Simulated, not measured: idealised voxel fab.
process module | voxel transistor to metal
cross-section cut | 210 nm wide | cells 5 nm
A cross-section is a grid of square cells, given in bands from the top down. A band is one or more rows of cells.
Each band's line starts with the height of the band's top and of its bottom, in nm. Then come its materials from left to right, each with its width in nm. One material with "throughout" fills the band from edge to edge. "air" is empty space.
Height 0 is the level under which the wafer as received is all one material. The lowest band goes on downwards, as in "0 down".
A width such as "30 to 40" changes by the same amount from each row of cells to the next, from the band's top row to its bottom row.
"no change" after a step means that no cell of the cross-section changed.
closed voids: empty space of 8 cells or more with no open way to the top, each as width x height at its distance from the left edge, in nm
after a step's settings: what the simulator itself notes on the step
overlay nm, on a step with a mask: how far to the right of its planned place the mask lay; to the left if negative
plan
1 op RECEIVE | material Si
2 op CONFORMAL_DEP | material SiO2 | thk nm 5
3 op CONFORMAL_DEP | material SiN | thk nm 10
4 op MASKED_ETCH | tone cover | mask id ACTIVE | width nm 110 | etch materials SiN | depth nm 10 | overlay nm 0
5 op MASKED_ETCH | tone cover | mask id ACTIVE | width nm 110 | etch materials SiO2 | depth nm 5 | overlay nm 0
6 op MASKED_ETCH | tone cover | mask id ACTIVE | width nm 110 | etch materials Si | depth nm 25 | overlay nm 0
7 op FILL_DEP | material SiO2 | thk nm 10
8 op CMP | height nm 15
9 op SELECTIVE_ETCH | etch materials SiO2 | depth nm 5
10 op STRIP | etch materials SiN
11 op SELECTIVE_ETCH | etch materials SiO2 | depth nm 5
12 op OXIDIZE | depth nm 5
13 op DIRECTIONAL_DEP | material polySi | thk nm 25
14 op DIRECTIONAL_DEP | material SiCN | thk nm 15
15 op MASKED_ETCH | tone cover | mask id GATE | width nm 30 | etch materials SiCN | depth nm 25 | overlay nm 0
16 op MASKED_ETCH | tone cover | mask id GATE | width nm 30 | etch materials polySi | depth nm 35 | overlay nm 0
17 op CONFORMAL_DEP | material SiN | thk nm 5
18 op DIRECTIONAL_ETCH | etch materials SiN | depth nm 5
19 op DIRECTIONAL_ETCH | etch materials SiO2 | depth nm 5
20 op DIRECTIONAL_ETCH | etch materials Si | depth nm 15
21 op EPI | material pSi | thk nm 15
22 op FILL_DEP | material SiO2 | thk nm 5
23 op CMP | height nm 25
24 op STRIP | etch materials polySi
25 op SELECTIVE_ETCH | etch materials SiO2 | depth nm 5
26 op CONFORMAL_DEP | material HfO2 | thk nm 5
27 op CONFORMAL_DEP | material TiN | thk nm 5
28 op FILL_DEP | material W | thk nm 5
29 op CMP | height nm 20
30 op DIRECTIONAL_DEP | material SiO2 | thk nm 15
31 op DIRECTIONAL_DEP | material aC | thk nm 15
32 op PATTERN | tone open | mask id CONTACT | material resist | width nm 15 | pitch nm 75 | thk nm 35 | overlay nm 0
33 op DIRECTIONAL_ETCH | etch materials aC | depth nm 15
34 op STRIP | etch materials resist
35 op DIRECTIONAL_ETCH | etch materials SiO2 | depth nm 40
36 op STRIP | etch materials aC
37 op CONFORMAL_DEP | material TiN | thk nm 5
38 op FILL_DEP | material Ru | thk nm 10
39 op CMP | height nm 35
40 op CONFORMAL_DEP | material SiCN | thk nm 5
41 op DIRECTIONAL_DEP | material lowk | thk nm 25
42 op MASKED_ETCH | tone open | mask id METAL_1 | width nm 15 | pitch nm 75 | etch materials lowk | depth nm 25 | overlay nm 0
43 op MASKED_ETCH | tone open | mask id METAL_1 | width nm 15 | pitch nm 75 | etch materials SiCN | depth nm 5 | overlay nm 0
44 op CONFORMAL_DEP | material TiN | thk nm 5
45 op FILL_DEP | material Cu | thk nm 10
46 op CMP | height nm 65
47 op CONFORMAL_DEP | material SiN | thk nm 5
as received, after step 1
  0 down: Si throughout
  closed voids: none
a wafer at the end: this start, this plan, one mistake
  70 to 65: SiN throughout
  65 to 45: lowk 60 | TiN 5 | Cu 5 | TiN 5 | lowk 60 | TiN 5 | Cu 5 | TiN 5 | lowk 60
  45 to 40: lowk 60 | TiN 15 | lowk 60 | TiN 15 | lowk 60
  40 to 35: SiCN 60 | TiN 10 | SiCN 65 | TiN 10 | SiCN 65
  35 to 20: SiO2 60 | TiN 5 | Ru 5 | TiN 5 | SiO2 60 | TiN 5 | Ru 5 | TiN 5 | SiO2 60
  20 to 15: SiO2 60 | TiN 5 | Ru 5 | TiN 5 | SiO2 10 | SiN 5 | HfO2 5 | TiN 5 | W 10 | TiN 5 | HfO2 5 | SiN 5 | SiO2 10 | TiN 5 | Ru 5 | TiN 5 | SiO2 60
  15 to 10: SiO2 60 | TiN 15 | SiO2 10 | SiN 5 | HfO2 5 | TiN 5 | W 10 | TiN 5 | HfO2 5 | SiN 5 | SiO2 10 | TiN 15 | SiO2 60
  10 to 5: SiO2 60 | TiN 10 | pSi 15 | SiN 5 | HfO2 5 | TiN 5 | W 10 | TiN 5 | HfO2 5 | SiN 5 | pSi 15 | TiN 10 | SiO2 60
  5 to 0: SiO2 45 | SiN 5 | SiO2 10 | TiN 10 | pSi 15 | SiN 5 | HfO2 5 | TiN 20 | HfO2 5 | SiN 5 | pSi 15 | TiN 10 | SiO2 10 | SiN 5 | SiO2 45
  0 to -5: SiO2 60 | TiN 10 | pSi 15 | HfO2 40 | pSi 15 | TiN 10 | SiO2 60
  -5 to -20: SiO2 50 | pSi 35 | Si 40 | pSi 35 | SiO2 50
  -20 to -25: SiO2 50 | Si 110 | SiO2 50
  -25 down: Si throughout
  closed voids: none
what went wrong: step 43 ran as: op MASKED_ETCH | tone open | mask id METAL_1 | width nm 15 | pitch nm 75 | etch materials SiCN | depth nm 5 | overlay nm -5
